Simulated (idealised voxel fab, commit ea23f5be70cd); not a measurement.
process module | voxel self aligned contacts
cross-section cut | 225 nm wide | cells 5 nm
A cross-section is a grid of square cells, given in bands from the top down. A band is one or more rows of cells.
Each band's line starts with the height of the band's top and of its bottom, in nm. Then come its materials from left to right, each with its width in nm. One material with "throughout" fills the band from edge to edge. "air" is empty space.
Height 0 is the level under which the wafer as received is all one material. The lowest band goes on downwards, as in "0 down".
A width such as "30 to 40" changes by the same amount from each row of cells to the next, from the band's top row to its bottom row.
"no change" after a step means that no cell of the cross-section changed.
closed voids: empty space of 8 cells or more with no open way to the top, each as width x height at its distance from the left edge, in nm
after a step's settings: what the simulator itself notes on the step
overlay nm, on a step with a mask: how far to the right of its planned place the mask lay; to the left if negative
plan
1 op RECEIVE | material Si
2 op OXIDIZE | depth nm 5
3 op DIRECTIONAL_DEP | material polySi | thk nm 30
4 op DIRECTIONAL_DEP | material SiN | thk nm 25
5 op MASKED_ETCH | tone cover | mask id GATE | width nm 20 | pitch nm 75 | etch materials SiN | depth nm 25 | overlay nm 0
6 op MASKED_ETCH | tone cover | mask id GATE | width nm 30 | pitch nm 75 | etch materials polySi | depth nm 30 | overlay nm 0
7 op CONFORMAL_DEP | material SiN | thk nm 10
8 op DIRECTIONAL_ETCH | etch materials SiN | depth nm 10
9 op FILL_DEP | material SiO2 | thk nm 10
10 op CMP | height nm 60
11 op PATTERN | tone open | mask id CONTACT | material resist | width nm 55 | pitch nm 75 | thk nm 15 | overlay nm 0
12 op DIRECTIONAL_ETCH | etch materials SiO2 | depth nm 65
13 op STRIP | etch materials resist
14 op CONFORMAL_DEP | material TiN | thk nm 5
15 op FILL_DEP | material Ru | thk nm 5
16 op CMP | height nm 60
17 op CONFORMAL_DEP | material SiCN | thk nm 5
varied across the wafers: width nm of step 5. The plan shows the first wafer's value. All wafers start alike
first wafer as received, after step 1
  0 down: Si throughout
  closed voids: none
each wafer at the end: cells of each material gained (+) or lost (-) since it was received, then its closed voids
width nm 20 | +92 Ru | -45 Si | +45 SiCN | +192 SiN | +123 SiO2 | +70 TiN | +108 polySi | closed voids: none
width nm 25 | +82 Ru | -45 Si | +45 SiCN | +207 SiN | +118 SiO2 | +70 TiN | +108 polySi | closed voids: none
width nm 30 | +72 Ru | -45 Si | +45 SiCN | +222 SiN | +113 SiO2 | +70 TiN | +108 polySi | closed voids: none
width nm 35 | +48 Ru | -45 Si | +45 SiCN | +237 SiN | +104 SiO2 | +70 TiN | +126 polySi | closed voids: none
width nm 40 | +24 Ru | -45 Si | +45 SiCN | +252 SiN | +95 SiO2 | +70 TiN | +144 polySi | closed voids: none
width nm 45 | -45 Si | +45 SiCN | +267 SiN | +86 SiO2 | +70 TiN | +162 polySi | closed voids: none
